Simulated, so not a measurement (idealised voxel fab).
The following is a process module called voxel transistor to metal.
The cross-section shown here is cut; it is 205 nm wide and divided into square cells measuring 5 nm on a side.
If you're reading a cross-section in this doc, picture square cells in a grid; it comes to you as bands, top ones listed first down to the bottom, and a band can be one or more rows of cells. Heights first: top, then bottom, in nm. Then materials, left to right, each with a width in nm. "all across" on a single material: fills the band edge to edge. "air": empty space. For the purposes of this specification, 0 denotes the height below which the wafer in its as-received condition is composed wholly of one material, and the lowermost band, lacking a lower limit, extends downward without end, as expressed in "0 nm and below". Width: "30->40" (first number = top row, second number = bottom row, same change from row to row of cells). Basically "no modifications" means that step didn't change any cell in the cross-section. Look at "Closed cavity list" for the closed voids: empty spaces with no open path to the top, sized 8 cells or up. Each is width x height at distance, distance from the left edge, all nm. The remark found on a step's line after its settings is issued by the simulator itself and pertains to that step. overlay nm: for a step with a mask, the amount by which the mask lay right of where it was planned; a negative amount means left of it.
-- Process steps - plan
1: RECEIVE: material Si
2: CONFORMAL_DEP: material SiO2, thk nm 5
3: CONFORMAL_DEP: material SiN, thk nm 15
4: PATTERN: tone cover, mask id ACTIVE, material resist, width nm 105, thk nm 20, overlay nm 0
5: DIRECTIONAL_ETCH: etch materials SiN, depth nm 15
6: DIRECTIONAL_ETCH: etch materials SiO2, depth nm 5
7: DIRECTIONAL_ETCH: etch materials Si, depth nm 20
8: STRIP: etch materials resist
9: FILL_DEP: material SiO2, thk nm 15
10: CMP: height nm 20
11: SELECTIVE_ETCH: etch materials SiO2, depth nm 10
12: STRIP: etch materials SiN
13: SELECTIVE_ETCH: etch materials SiO2, depth nm 5
14: OXIDIZE: depth nm 5
15: DIRECTIONAL_DEP: material polySi, thk nm 20
16: DIRECTIONAL_DEP: material SiCN, thk nm 15
17: PATTERN: tone cover, mask id GATE, material resist, width nm 25, thk nm 20, overlay nm 0
18: DIRECTIONAL_ETCH: etch materials SiCN, depth nm 25
19: DIRECTIONAL_ETCH: etch materials polySi, depth nm 30
20: STRIP: etch materials resist
21: CONFORMAL_DEP: material SiN, thk nm 10
22: DIRECTIONAL_ETCH: etch materials SiN, depth nm 10
23: DIRECTIONAL_ETCH: etch materials SiO2, depth nm 5
24: DIRECTIONAL_ETCH: etch materials Si, depth nm 15
25: EPI: material SiGe, thk nm 15
26: FILL_DEP: material SiO2, thk nm 5
27: CMP: height nm 35
28: DIRECTIONAL_DEP: material SiO2, thk nm 15
29: MASKED_ETCH: tone open, mask id CONTACT, width nm 15, pitch nm 80, etch materials SiO2, depth nm 40, overlay nm 0
30: CONFORMAL_DEP: material TiN, thk nm 5
31: FILL_DEP: material Ru, thk nm 5
32: CMP: height nm 50
33: CONFORMAL_DEP: material SiN, thk nm 5
34: DIRECTIONAL_DEP: material lowk, thk nm 15
35: DIRECTIONAL_DEP: material aC, thk nm 10
36: PATTERN: tone open, mask id METAL_1, material resist, width nm 15, pitch nm 80, thk nm 30, overlay nm 0
37: DIRECTIONAL_ETCH: etch materials aC, depth nm 10
38: STRIP: etch materials resist
39: DIRECTIONAL_ETCH: etch materials lowk, depth nm 15
40: DIRECTIONAL_ETCH: etch materials SiN, depth nm 5
41: STRIP: etch materials aC
42: CONFORMAL_DEP: material TiN, thk nm 5
43: FILL_DEP: material Cu, thk nm 10
44: CMP: height nm 70
45: CONFORMAL_DEP: material SiCN, thk nm 5
46: DIRECTIONAL_DEP: material lowk, thk nm 30
47: DIRECTIONAL_DEP: material aC, thk nm 15
48: PATTERN: tone open, mask id METAL_2, material resist, width nm 15, pitch nm 80, thk nm 30, overlay nm 0
49: DIRECTIONAL_ETCH: etch materials aC, depth nm 15
50: STRIP: etch materials resist
51: DIRECTIONAL_ETCH: etch materials lowk, depth nm 20
52: STRIP: etch materials aC
53: MASKED_ETCH: tone open, mask id METAL_2_HOLES, width nm 15, pitch nm 80, etch materials lowk, depth nm 10, overlay nm 0
54: MASKED_ETCH: tone open, mask id METAL_2_HOLES, width nm 15, pitch nm 80, etch materials SiCN, depth nm 5, overlay nm 0
55: CONFORMAL_DEP: material TiN, thk nm 5
56: FILL_DEP: material Cu, thk nm 10
57: CMP: height nm 105
58: CONFORMAL_DEP: material SiN, thk nm 5
-- What follows covers the first of two wafers; it ran as planned
-- Wafer as received: cross-section following step 1
> 0 nm and below | Si all across
> Closed cavity list: none
-- Once step 2 is through, the wafer looks like this in cross-section
> 5 nm to 0 nm | SiO2 all across
> Note: structure below 0 unchanged.
-- Once step 3 is through, the wafer looks like this in cross-section
> 20 nm to 5 nm | SiN all across
> Note: structure below 5 unchanged.
-- Once step 4 is through, the wafer looks like this in cross-section
> 40 nm to 20 nm | air (50) | resist (105) | air (50)
> Note: structure below 20 unchanged.
-- Once step 5 is through, the wafer looks like this in cross-section
> 40 nm to 20 nm | air (50) | resist (105) | air (50)
> 20 nm to 5 nm | air (50) | SiN (105) | air (50)
> Note: structure below 5 unchanged.
-- Once step 6 is through, the wafer looks like this in cross-section
> 40 nm to 20 nm | air (50) | resist (105) | air (50)
> 20 nm to 5 nm | air (50) | SiN (105) | air (50)
> 5 nm to 0 nm | air (50) | SiO2 (105) | air (50)
> Note: structure below 0 unchanged.
-- Once step 7 is through, the wafer looks like this in cross-section
> 40 nm to 20 nm | air (50) | resist (105) | air (50)
> 20 nm to 5 nm | air (50) | SiN (105) | air (50)
> 5 nm to 0 nm | air (50) | SiO2 (105) | air (50)
> 0 nm to -20 nm | air (50) | Si (105) | air (50)
> Note: structure below -20 unchanged.
-- Once step 8 is through, the wafer looks like this in cross-section
> 20 nm to 5 nm | air (50) | SiN (105) | air (50)
> Note: structure below 5 unchanged.
-- Once step 9 is through, the wafer looks like this in cross-section
> 35 nm to 20 nm | SiO2 all across
> 20 nm to 5 nm | SiO2 (50) | SiN (105) | SiO2 (50)
> 5 nm to 0 nm | SiO2 all across
> 0 nm to -20 nm | SiO2 (50) | Si (105) | SiO2 (50)
> Note: structure below -20 unchanged.
-- Once step 10 is through, the wafer looks like this in cross-section
> 20 nm to 5 nm | SiO2 (50) | SiN (105) | SiO2 (50)
> Note: structure below 5 unchanged.
-- Once step 11 is through, the wafer looks like this in cross-section
> 20 nm to 10 nm | air (50) | SiN (105) | air (50)
> Note: structure below 10 unchanged.
-- Once step 12 is through, the wafer looks like this in cross-section
> 10 nm to 5 nm | SiO2 (50) | air (105) | SiO2 (50)
> Note: structure below 5 unchanged.
-- Once step 13 is through, the wafer looks like this in cross-section
> 5 nm to 0 nm | SiO2 (45) | air (115) | SiO2 (45)
> Note: structure below 0 unchanged.
-- Once step 14 is through, the wafer looks like this in cross-section
> 5 nm to 0 nm | SiO2 (45) | air (115) | SiO2 (45)
> 0 nm to -5 nm | SiO2 all across
> Note: structure below -5 unchanged.
-- Once step 15 is through, the wafer looks like this in cross-section
> 25 nm to 20 nm | polySi (45) | air (115) | polySi (45)
> 20 nm to 5 nm | polySi all across
> 5 nm to 0 nm | SiO2 (45) | polySi (115) | SiO2 (45)
> Note: structure below 0 unchanged.
-- Once step 16 is through, the wafer looks like this in cross-section
> 40 nm to 35 nm | SiCN (45) | air (115) | SiCN (45)
> 35 nm to 25 nm | SiCN all across
> 25 nm to 20 nm | polySi (45) | SiCN (115) | polySi (45)
> Note: structure below 20 unchanged.
-- Once step 17 is through, the wafer looks like this in cross-section
> 60 nm to 40 nm | air (90) | resist (25) | air (90)
> 40 nm to 35 nm | SiCN (45) | air (45) | resist (25) | air (45) | SiCN (45)
> Note: structure below 35 unchanged.
-- Once step 18 is through, the wafer looks like this in cross-section
> 60 nm to 35 nm | air (90) | resist (25) | air (90)
> 35 nm to 25 nm | air (90) | SiCN (25) | air (90)
> 25 nm to 20 nm | polySi (45) | air (45) | SiCN (25) | air (45) | polySi (45)
> Note: structure below 20 unchanged.
-- Once step 19 is through, the wafer looks like this in cross-section
> 60 nm to 35 nm | air (90) | resist (25) | air (90)
> 35 nm to 20 nm | air (90) | SiCN (25) | air (90)
> 20 nm to 5 nm | air (90) | polySi (25) | air (90)
> 5 nm to 0 nm | SiO2 (45) | air (45) | polySi (25) | air (45) | SiO2 (45)
> Note: structure below 0 unchanged.
-- Once step 20 is through, the wafer looks like this in cross-section
> 35 nm to 20 nm | air (90) | SiCN (25) | air (90)
> Note: structure below 20 unchanged.
-- Once step 21 is through, the wafer looks like this in cross-section
> 45 nm to 35 nm | air (80) | SiN (45) | air (80)
> 35 nm to 20 nm | air (80) | SiN (10) | SiCN (25) | SiN (10) | air (80)
> 20 nm to 15 nm | air (80) | SiN (10) | polySi (25) | SiN (10) | air (80)
> 15 nm to 10 nm | SiN (55) | air (25) | SiN (10) | polySi (25) | SiN (10) | air (25) | SiN (55)
> 10 nm to 5 nm | SiN (90) | polySi (25) | SiN (90)
> 5 nm to 0 nm | SiO2 (45) | SiN (45) | polySi (25) | SiN (45) | SiO2 (45)
> Note: structure below 0 unchanged.
-- Once step 22 is through, the wafer looks like this in cross-section
> 35 nm to 20 nm | air (80) | SiN (10) | SiCN (25) | SiN (10) | air (80)
> 20 nm to 5 nm | air (80) | SiN (10) | polySi (25) | SiN (10) | air (80)
> 5 nm to 0 nm | SiO2 (45) | SiN (10) | air (25) | SiN (10) | polySi (25) | SiN (10) | air (25) | SiN (10) | SiO2 (45)
> Note: structure below 0 unchanged.
-- Once step 23 is through, the wafer looks like this in cross-section
> 35 nm to 20 nm | air (80) | SiN (10) | SiCN (25) | SiN (10) | air (80)
> 20 nm to 5 nm | air (80) | SiN (10) | polySi (25) | SiN (10) | air (80)
> 5 nm to 0 nm | air (45) | SiN (10) | air (25) | SiN (10) | polySi (25) | SiN (10) | air (25) | SiN (10) | air (45)
> 0 nm to -5 nm | SiO2 (55) | air (25) | SiO2 (45) | air (25) | SiO2 (55)
> Note: structure below -5 unchanged.
-- Once step 24 is through, the wafer looks like this in cross-section
> 35 nm to 20 nm | air (80) | SiN (10) | SiCN (25) | SiN (10) | air (80)
> 20 nm to 5 nm | air (80) | SiN (10) | polySi (25) | SiN (10) | air (80)
> 5 nm to 0 nm | air (45) | SiN (10) | air (25) | SiN (10) | polySi (25) | SiN (10) | air (25) | SiN (10) | air (45)
> 0 nm to -5 nm | SiO2 (55) | air (25) | SiO2 (45) | air (25) | SiO2 (55)
> -5 nm to -20 nm | SiO2 (50) | Si (5) | air (25) | Si (45) | air (25) | Si (5) | SiO2 (50)
> Note: structure below -20 unchanged.
-- Once step 25 is through, the wafer looks like this in cross-section
> 35 nm to 20 nm | air (80) | SiN (10) | SiCN (25) | SiN (10) | air (80)
> 20 nm to 10 nm | air (80) | SiN (10) | polySi (25) | SiN (10) | air (80)
> 10 nm to 5 nm | air (50) | SiGe (30) | SiN (10) | polySi (25) | SiN (10) | SiGe (30) | air (50)
> 5 nm to 0 nm | air (45) | SiN (10) | SiGe (25) | SiN (10) | polySi (25) | SiN (10) | SiGe (25) | SiN (10) | air (45)
> 0 nm to -5 nm | SiO2 (55) | SiGe (25) | SiO2 (45) | SiGe (25) | SiO2 (55)
> -5 nm to -20 nm | SiO2 (50) | Si (5) | SiGe (25) | Si (45) | SiGe (25) | Si (5) | SiO2 (50)
> Note: structure below -20 unchanged.
-- Once step 26 is through, the wafer looks like this in cross-section
> 40 nm to 35 nm | SiO2 all across
> 35 nm to 20 nm | SiO2 (80) | SiN (10) | SiCN (25) | SiN (10) | SiO2 (80)
> 20 nm to 10 nm | SiO2 (80) | SiN (10) | polySi (25) | SiN (10) | SiO2 (80)
> 10 nm to 5 nm | SiO2 (50) | SiGe (30) | SiN (10) | polySi (25) | SiN (10) | SiGe (30) | SiO2 (50)
> 5 nm to 0 nm | SiO2 (45) | SiN (10) | SiGe (25) | SiN (10) | polySi (25) | SiN (10) | SiGe (25) | SiN (10) | SiO2 (45)
> Note: structure below 0 unchanged.
-- Once step 27 is through, the wafer looks like this in cross-section
> 35 nm to 20 nm | SiO2 (80) | SiN (10) | SiCN (25) | SiN (10) | SiO2 (80)
> Note: structure below 20 unchanged.
-- Once step 28 is through, the wafer looks like this in cross-section
> 50 nm to 35 nm | SiO2 all across
> Note: structure below 35 unchanged.
-- Once step 29 is through, the wafer looks like this in cross-section
> 50 nm to 35 nm | SiO2 (55) | air (15) | SiO2 (65) | air (15) | SiO2 (55)
> 35 nm to 20 nm | SiO2 (55) | air (15) | SiO2 (10) | SiN (10) | SiCN (25) | SiN (10) | SiO2 (10) | air (15) | SiO2 (55)
> 20 nm to 10 nm | SiO2 (55) | air (15) | SiO2 (10) | SiN (10) | polySi (25) | SiN (10) | SiO2 (10) | air (15) | SiO2 (55)
> Note: structure below 10 unchanged.
-- Once step 30 is through, the wafer looks like this in cross-section
> 55 nm to 50 nm | TiN (60) | air (5) | TiN (75) | air (5) | TiN (60)
> 50 nm to 35 nm | SiO2 (55) | TiN (5) | air (5) | TiN (5) | SiO2 (65) | TiN (5) | air (5) | TiN (5) | SiO2 (55)
> 35 nm to 20 nm | SiO2 (55) | TiN (5) | air (5) | TiN (5) | SiO2 (10) | SiN (10) | SiCN (25) | SiN (10) | SiO2 (10) | TiN (5) | air (5) | TiN (5) | SiO2 (55)
> 20 nm to 15 nm | SiO2 (55) | TiN (5) | air (5) | TiN (5) | SiO2 (10) | SiN (10) | polySi (25) | SiN (10) | SiO2 (10) | TiN (5) | air (5) | TiN (5) | SiO2 (55)
> 15 nm to 10 nm | SiO2 (55) | TiN (15) | SiO2 (10) | SiN (10) | polySi (25) | SiN (10) | SiO2 (10) | TiN (15) | SiO2 (55)
> Note: structure below 10 unchanged.
-- Once step 31 is through, the wafer looks like this in cross-section
> 60 nm to 55 nm | Ru all across
> 55 nm to 50 nm | TiN (60) | Ru (5) | TiN (75) | Ru (5) | TiN (60)
> 50 nm to 35 nm | SiO2 (55) | TiN (5) | Ru (5) | TiN (5) | SiO2 (65) | TiN (5) | Ru (5) | TiN (5) | SiO2 (55)
> 35 nm to 20 nm | SiO2 (55) | TiN (5) | Ru (5) | TiN (5) | SiO2 (10) | SiN (10) | SiCN (25) | SiN (10) | SiO2 (10) | TiN (5) | Ru (5) | TiN (5) | SiO2 (55)
> 20 nm to 15 nm | SiO2 (55) | TiN (5) | Ru (5) | TiN (5) | SiO2 (10) | SiN (10) | polySi (25) | SiN (10) | SiO2 (10) | TiN (5) | Ru (5) | TiN (5) | SiO2 (55)
> Note: structure below 15 unchanged.
-- Once step 32 is through, the wafer looks like this in cross-section
> 50 nm to 35 nm | SiO2 (55) | TiN (5) | Ru (5) | TiN (5) | SiO2 (65) | TiN (5) | Ru (5) | TiN (5) | SiO2 (55)
> Note: structure below 35 unchanged.
-- Once step 33 is through, the wafer looks like this in cross-section
> 55 nm to 50 nm | SiN all across
> Note: structure below 50 unchanged.
-- Once step 34 is through, the wafer looks like this in cross-section
> 70 nm to 55 nm | lowk all across
> Note: structure below 55 unchanged.
-- Once step 35 is through, the wafer looks like this in cross-section
> 80 nm to 70 nm | aC all across
> Note: structure below 70 unchanged.
-- Once step 36 is through, the wafer looks like this in cross-section
> 110 nm to 80 nm | resist (55) | air (15) | resist (65) | air (15) | resist (55)
> Note: structure below 80 unchanged.
-- Once step 37 is through, the wafer looks like this in cross-section
> 100 nm to 80 nm | resist (55) | air (15) | resist (65) | air (15) | resist (55)
> 80 nm to 70 nm | aC (55) | air (15) | aC (65) | air (15) | aC (55)
> Note: structure below 70 unchanged.
-- Once step 38 is through, the wafer looks like this in cross-section
> 80 nm to 70 nm | aC (55) | air (15) | aC (65) | air (15) | aC (55)
> Note: structure below 70 unchanged.
-- Once step 39 is through, the wafer looks like this in cross-section
> 80 nm to 70 nm | aC (55) | air (15) | aC (65) | air (15) | aC (55)
> 70 nm to 55 nm | lowk (55) | air (15) | lowk (65) | air (15) | lowk (55)
> Note: structure below 55 unchanged.
-- Once step 40 is through, the wafer looks like this in cross-section
> 80 nm to 70 nm | aC (55) | air (15) | aC (65) | air (15) | aC (55)
> 70 nm to 55 nm | lowk (55) | air (15) | lowk (65) | air (15) | lowk (55)
> 55 nm to 50 nm | SiN (55) | air (15) | SiN (65) | air (15) | SiN (55)
> Note: structure below 50 unchanged.
-- Once step 41 is through, the wafer looks like this in cross-section
> 70 nm to 55 nm | lowk (55) | air (15) | lowk (65) | air (15) | lowk (55)
> Note: structure below 55 unchanged.
-- Once step 42 is through, the wafer looks like this in cross-section
> 75 nm to 70 nm | TiN (60) | air (5) | TiN (75) | air (5) | TiN (60)
> 70 nm to 55 nm | lowk (55) | TiN (5) | air (5) | TiN (5) | lowk (65) | TiN (5) | air (5) | TiN (5) | lowk (55)
> 55 nm to 50 nm | SiN (55) | TiN (15) | SiN (65) | TiN (15) | SiN (55)
> Note: structure below 50 unchanged.
-- Once step 43 is through, the wafer looks like this in cross-section
> 85 nm to 75 nm | Cu all across
> 75 nm to 70 nm | TiN (60) | Cu (5) | TiN (75) | Cu (5) | TiN (60)
> 70 nm to 55 nm | lowk (55) | TiN (5) | Cu (5) | TiN (5) | lowk (65) | TiN (5) | Cu (5) | TiN (5) | lowk (55)
> Note: structure below 55 unchanged.
-- Once step 44 is through, the wafer looks like this in cross-section
> 70 nm to 55 nm | lowk (55) | TiN (5) | Cu (5) | TiN (5) | lowk (65) | TiN (5) | Cu (5) | TiN (5) | lowk (55)
> Note: structure below 55 unchanged.
-- Once step 45 is through, the wafer looks like this in cross-section
> 75 nm to 70 nm | SiCN all across
> Note: structure below 70 unchanged.
-- Once step 46 is through, the wafer looks like this in cross-section
> 105 nm to 75 nm | lowk all across
> Note: structure below 75 unchanged.
-- Once step 47 is through, the wafer looks like this in cross-section
> 120 nm to 105 nm | aC all across
> Note: structure below 105 unchanged.
-- Once step 48 is through, the wafer looks like this in cross-section
> 150 nm to 120 nm | resist (55) | air (15) | resist (65) | air (15) | resist (55)
> Note: structure below 120 unchanged.
-- Once step 49 is through, the wafer looks like this in cross-section
> 135 nm to 120 nm | resist (55) | air (15) | resist (65) | air (15) | resist (55)
> 120 nm to 105 nm | aC (55) | air (15) | aC (65) | air (15) | aC (55)
> Note: structure below 105 unchanged.
-- Once step 50 is through, the wafer looks like this in cross-section
> 120 nm to 105 nm | aC (55) | air (15) | aC (65) | air (15) | aC (55)
> Note: structure below 105 unchanged.
-- Once step 51 is through, the wafer looks like this in cross-section
> 120 nm to 105 nm | aC (55) | air (15) | aC (65) | air (15) | aC (55)
> 105 nm to 85 nm | lowk (55) | air (15) | lowk (65) | air (15) | lowk (55)
> Note: structure below 85 unchanged.
-- Once step 52 is through, the wafer looks like this in cross-section
> 105 nm to 85 nm | lowk (55) | air (15) | lowk (65) | air (15) | lowk (55)
> Note: structure below 85 unchanged.
-- Once step 53 is through, the wafer looks like this in cross-section
> 105 nm to 75 nm | lowk (55) | air (15) | lowk (65) | air (15) | lowk (55)
> Note: structure below 75 unchanged.
-- Once step 54 is through, the wafer looks like this in cross-section
> 105 nm to 75 nm | lowk (55) | air (15) | lowk (65) | air (15) | lowk (55)
> 75 nm to 70 nm | SiCN (55) | air (15) | SiCN (65) | air (15) | SiCN (55)
> Note: structure below 70 unchanged.
-- Once step 55 is through, the wafer looks like this in cross-section
> 110 nm to 105 nm | TiN (60) | air (5) | TiN (75) | air (5) | TiN (60)
> 105 nm to 75 nm | lowk (55) | TiN (5) | air (5) | TiN (5) | lowk (65) | TiN (5) | air (5) | TiN (5) | lowk (55)
> 75 nm to 70 nm | SiCN (55) | TiN (15) | SiCN (65) | TiN (15) | SiCN (55)
> Note: structure below 70 unchanged.
-- Once step 56 is through, the wafer looks like this in cross-section
> 120 nm to 110 nm | Cu all across
> 110 nm to 105 nm | TiN (60) | Cu (5) | TiN (75) | Cu (5) | TiN (60)
> 105 nm to 75 nm | lowk (55) | TiN (5) | Cu (5) | TiN (5) | lowk (65) | TiN (5) | Cu (5) | TiN (5) | lowk (55)
> Note: structure below 75 unchanged.
-- Once step 57 is through, the wafer looks like this in cross-section
> 105 nm to 75 nm | lowk (55) | TiN (5) | Cu (5) | TiN (5) | lowk (65) | TiN (5) | Cu (5) | TiN (5) | lowk (55)
> Note: structure below 75 unchanged.
-- Once step 58 is through, the wafer looks like this in cross-section
> 110 nm to 105 nm | SiN all across
> Note: structure below 105 unchanged.
-- second wafer: like start, like plan, one mistake. Through step 35 it matches the first wafer
-- Second wafer, cross-section, planned end of step 36
> 110 nm to 80 nm | resist (65) | air (15) | resist (65) | air (15) | resist (45)
> Note: structure below 80 unchanged.
-- Second wafer, cross-section, planned end of step 37
> 100 nm to 80 nm | resist (65) | air (15) | resist (65) | air (15) | resist (45)
> 80 nm to 70 nm | aC (65) | air (15) | aC (65) | air (15) | aC (45)
> Note: structure below 70 unchanged.
-- Second wafer, cross-section, planned end of step 38
> 80 nm to 70 nm | aC (65) | air (15) | aC (65) | air (15) | aC (45)
> Note: structure below 70 unchanged.
-- Second wafer, cross-section, planned end of step 39
> 80 nm to 70 nm | aC (65) | air (15) | aC (65) | air (15) | aC (45)
> 70 nm to 55 nm | lowk (65) | air (15) | lowk (65) | air (15) | lowk (45)
> Note: structure below 55 unchanged.
-- Second wafer, cross-section, planned end of step 40
> 80 nm to 70 nm | aC (65) | air (15) | aC (65) | air (15) | aC (45)
> 70 nm to 55 nm | lowk (65) | air (15) | lowk (65) | air (15) | lowk (45)
> 55 nm to 50 nm | SiN (65) | air (15) | SiN (65) | air (15) | SiN (45)
> Note: structure below 50 unchanged.
-- Second wafer, cross-section, planned end of step 41
> 70 nm to 55 nm | lowk (65) | air (15) | lowk (65) | air (15) | lowk (45)
> Note: structure below 55 unchanged.
-- Second wafer, cross-section, planned end of step 42
> 75 nm to 70 nm | TiN (70) | air (5) | TiN (75) | air (5) | TiN (50)
> 70 nm to 55 nm | lowk (65) | TiN (5) | air (5) | TiN (5) | lowk (65) | TiN (5) | air (5) | TiN (5) | lowk (45)
> 55 nm to 50 nm | SiN (65) | TiN (15) | SiN (65) | TiN (15) | SiN (45)
> Note: structure below 50 unchanged.
-- Second wafer, cross-section, planned end of step 43
> 85 nm to 75 nm | Cu all across
> 75 nm to 70 nm | TiN (70) | Cu (5) | TiN (75) | Cu (5) | TiN (50)
> 70 nm to 55 nm | lowk (65) | TiN (5) | Cu (5) | TiN (5) | lowk (65) | TiN (5) | Cu (5) | TiN (5) | lowk (45)
> Note: structure below 55 unchanged.
-- Second wafer, cross-section, planned end of step 44
> 70 nm to 55 nm | lowk (65) | TiN (5) | Cu (5) | TiN (5) | lowk (65) | TiN (5) | Cu (5) | TiN (5) | lowk (45)
> Note: structure below 55 unchanged.
-- Second wafer, cross-section, planned end of step 45
> 75 nm to 70 nm | SiCN all across
> Note: structure below 70 unchanged.
-- Second wafer, cross-section, planned end of step 46
> 105 nm to 75 nm | lowk all across
> Note: structure below 75 unchanged.
-- Second wafer, cross-section, planned end of step 47
> 120 nm to 105 nm | aC all across
> Note: structure below 105 unchanged.
-- Second wafer, cross-section, planned end of step 48
> 150 nm to 120 nm | resist (55) | air (15) | resist (65) | air (15) | resist (55)
> Note: structure below 120 unchanged.
-- Second wafer, cross-section, planned end of step 49
> 135 nm to 120 nm | resist (55) | air (15) | resist (65) | air (15) | resist (55)
> 120 nm to 105 nm | aC (55) | air (15) | aC (65) | air (15) | aC (55)
> Note: structure below 105 unchanged.
-- Second wafer, cross-section, planned end of step 50
> 120 nm to 105 nm | aC (55) | air (15) | aC (65) | air (15) | aC (55)
> Note: structure below 105 unchanged.
-- Second wafer, cross-section, planned end of step 51
> 120 nm to 105 nm | aC (55) | air (15) | aC (65) | air (15) | aC (55)
> 105 nm to 85 nm | lowk (55) | air (15) | lowk (65) | air (15) | lowk (55)
> Note: structure below 85 unchanged.
-- Second wafer, cross-section, planned end of step 52
> 105 nm to 85 nm | lowk (55) | air (15) | lowk (65) | air (15) | lowk (55)
> Note: structure below 85 unchanged.
-- Second wafer, cross-section, planned end of step 53
> 105 nm to 75 nm | lowk (55) | air (15) | lowk (65) | air (15) | lowk (55)
> Note: structure below 75 unchanged.
-- Second wafer, cross-section, planned end of step 54
> 105 nm to 75 nm | lowk (55) | air (15) | lowk (65) | air (15) | lowk (55)
> 75 nm to 70 nm | SiCN (55) | air (15) | SiCN (65) | air (15) | SiCN (55)
> Note: structure below 70 unchanged.
-- Second wafer, cross-section, planned end of step 55
> 110 nm to 105 nm | TiN (60) | air (5) | TiN (75) | air (5) | TiN (60)
> 105 nm to 75 nm | lowk (55) | TiN (5) | air (5) | TiN (5) | lowk (65) | TiN (5) | air (5) | TiN (5) | lowk (55)
> 75 nm to 70 nm | SiCN (55) | TiN (15) | SiCN (65) | TiN (15) | SiCN (55)
> Note: structure below 70 unchanged.
-- Second wafer, cross-section, planned end of step 56
> 120 nm to 110 nm | Cu all across
> 110 nm to 105 nm | TiN (60) | Cu (5) | TiN (75) | Cu (5) | TiN (60)
> 105 nm to 75 nm | lowk (55) | TiN (5) | Cu (5) | TiN (5) | lowk (65) | TiN (5) | Cu (5) | TiN (5) | lowk (55)
> Note: structure below 75 unchanged.
-- Second wafer, cross-section, planned end of step 57
> 105 nm to 75 nm | lowk (55) | TiN (5) | Cu (5) | TiN (5) | lowk (65) | TiN (5) | Cu (5) | TiN (5) | lowk (55)
> Note: structure below 75 unchanged.
-- Second wafer, cross-section, planned end of step 58
> 110 nm to 105 nm | SiN all across
> Note: structure below 105 unchanged.
It is concluded that the wafer was processed incorrectly with respect to the plan, in that step 36 did not use the planned setting and instead ran as PATTERN: tone open, mask id METAL_1, material resist, width nm 15, pitch nm 80, thk nm 30, overlay nm 10
Cell counts per material: same on both final wafers. Positions: different.
